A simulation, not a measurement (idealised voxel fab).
Module name: voxel spacer lines (process module)
Cross-section cut spans 205 nm and uses square cells 5 nm in size.
Throughout this document, each cross-section is represented as a grid of square cells and is presented as a sequence of bands enumerated from the top downward, where a band comprises one or more rows of cells.
Top height, bottom height, nm. Materials left to right, width each, nm. Single material + "full width" = fills band edge to edge. "blank" = empty.
Where do heights start? At 0: under that level the wafer as delivered is made of one material only. And the lowest band has no floor; it just carries on downward, as in "0..down".
Width "30->40": first value at the band's top row of cells, second value at its bottom row, equal change from row to row.
Where a step carries "no change", the cross-section came out of it unchanged, cell for cell.
Basically, "Closed voids list" tells you about the enclosed voids: empty spaces with no open way to the top, 8 cells or bigger, each written width x height at distance, where distance is from the left edge, all in nm.
Whatever follows a step's settings on its line is a remark the simulator itself makes about that step.
What "overlay nm" on a step's line means: if the step has a mask, that mask lay this far to the right of its planned place, or, when the value is negative, to the left.

[Process steps foreseen in the plan]
- 1: RECEIVE,material Si
- 2: CONFORMAL_DEP,material Al2O3,thk nm 5
- 3: DIRECTIONAL_DEP,material polySi,thk nm 20
- 4: DIRECTIONAL_DEP,material aC,thk nm 20
- 5: PATTERN,tone cover,mask id MANDREL,material resist,width nm 25,pitch nm 70,thk nm 30,overlay nm 0
- 6: DIRECTIONAL_ETCH,etch materials aC,depth nm 20
- 7: STRIP,etch materials resist
- 8: CONFORMAL_DEP,material SiN,thk nm 10
- 9: DIRECTIONAL_ETCH,etch materials SiN,depth nm 10
- 10: STRIP,etch materials aC
- 11: DIRECTIONAL_ETCH,etch materials polySi,depth nm 20
- 12: STRIP,etch materials SiN
- 13: FILL_DEP,material SiO2,thk nm 10
- 14: CMP,height nm 25

[Here's what the wafer looked like in cross-section when it arrived - that's after step 1]
> 0..down | Si full width
> Closed voids list: none

[Cross-section, first of two wafers, end of module, run as planned]
> 25..5 | SiO2 (45) / polySi (10) / SiO2 (25) / polySi (10) / SiO2 (25) / polySi (10) / SiO2 (25) / polySi (10) / SiO2 (45)
> 5..0 | Al2O3 full width
> 0..down | Si full width
> Closed voids list: none

[Second wafer through the module, sectioned at the end: same beginning and same plan as the first wafer, with one mistake in carrying it out]
> 25..20 | SiO2 full width
> 20..0 | SiO2 (45) / polySi (10) / SiO2 (25) / polySi (10) / SiO2 (25) / polySi (10) / SiO2 (25) / polySi (10) / SiO2 (45)
> 0..down | Si full width
> Closed voids list: none
Error vs. plan: step 2 of the plan was excluded from execution and never run
The closing comparison, in cells, has the second wafer with more or fewer of some materials than the first: -41 Al2O3 | +41 SiO2
